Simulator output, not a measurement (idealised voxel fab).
The name of this process module is voxel quadruple lines.
Xsec cut, 280 nm wide, square cell size 5 nm.
Format of a cross-section: grid, square cells. Given as bands. Order: top down. Band: one or more rows of cells.
Look at the band entry: it leads with the top's height and the bottom's height in nm. Then it lists the materials left to right, with a width in nm for each. The word "edge to edge" on a single material says that material fills the band edge to edge. The word "empty" is empty space.
Counting heights begins at 0, where everything beneath is, in the wafer as received, one material. The lowest band has no bottom; it goes on downwards, as "0 and below" shows.
You'd read "30->40" like this: the band's top row of cells is as wide as the first number, its bottom row is as wide as the second, and going down, every row changes width by the same amount as the row before did.
"nothing different" means the step left every cell of the cross-section as it was.
You'll see "Closed cavity list" listing empty spaces that have no way open to the top, as long as they're 8 cells or more; the notation is width x height at distance, where the distance is from the left edge, and all of it is in nm.
Anything after a step's settings on that line? It's the simulator's own note about the step.
Among the settings permitted on a step's line is "overlay nm"; applied to a step with a mask, it specifies the extent to which the mask lay to the right of its planned position, whereas a negative figure signifies a position to the left.
The steps planned for the process are as follows
1) RECEIVE: material Si
2) CONFORMAL_DEP: material Al2O3, thk nm 5
3) DIRECTIONAL_DEP: material Ru, thk nm 10
4) DIRECTIONAL_DEP: material polySi, thk nm 20
5) DIRECTIONAL_DEP: material aC, thk nm 20
6) PATTERN: tone cover, mask id MANDREL, material resist, width nm 20, thk nm 25, overlay nm 0
7) DIRECTIONAL_ETCH: etch materials aC, depth nm 20
8) STRIP: etch materials resist
9) CONFORMAL_DEP: material SiO2, thk nm 10
10) DIRECTIONAL_ETCH: etch materials SiO2, depth nm 10
11) STRIP: etch materials aC
12) DIRECTIONAL_ETCH: etch materials polySi, depth nm 20
13) STRIP: etch materials SiO2
14) CONFORMAL_DEP: material SiCN, thk nm 5
15) DIRECTIONAL_ETCH: etch materials SiCN, depth nm 5
16) STRIP: etch materials polySi
17) DIRECTIONAL_ETCH: etch materials Ru, depth nm 10
18) STRIP: etch materials SiCN
19) FILL_DEP: material lowk, thk nm 10
20) CMP: height nm 15
As-received state of the wafer in cross-section, equivalent to post-step 1
  0 and below: Si edge to edge
  Closed cavity list: none
Below is the wafer in cross-section after the module was completed. It began from the starting point shown above and followed the plan shown above, except that one mistake was made while running it
  15 down to 5: 125 lowk; 5 Ru; 20 lowk; 5 Ru; 125 lowk
  5 down to 0: Al2O3 edge to edge
  0 and below: Si edge to edge
  Closed cavity list: none
What was the processing mistake? step 6 off recipe, ran as PATTERN: tone open, mask id MANDREL, material resist, width nm 20, thk nm 25, overlay nm 0
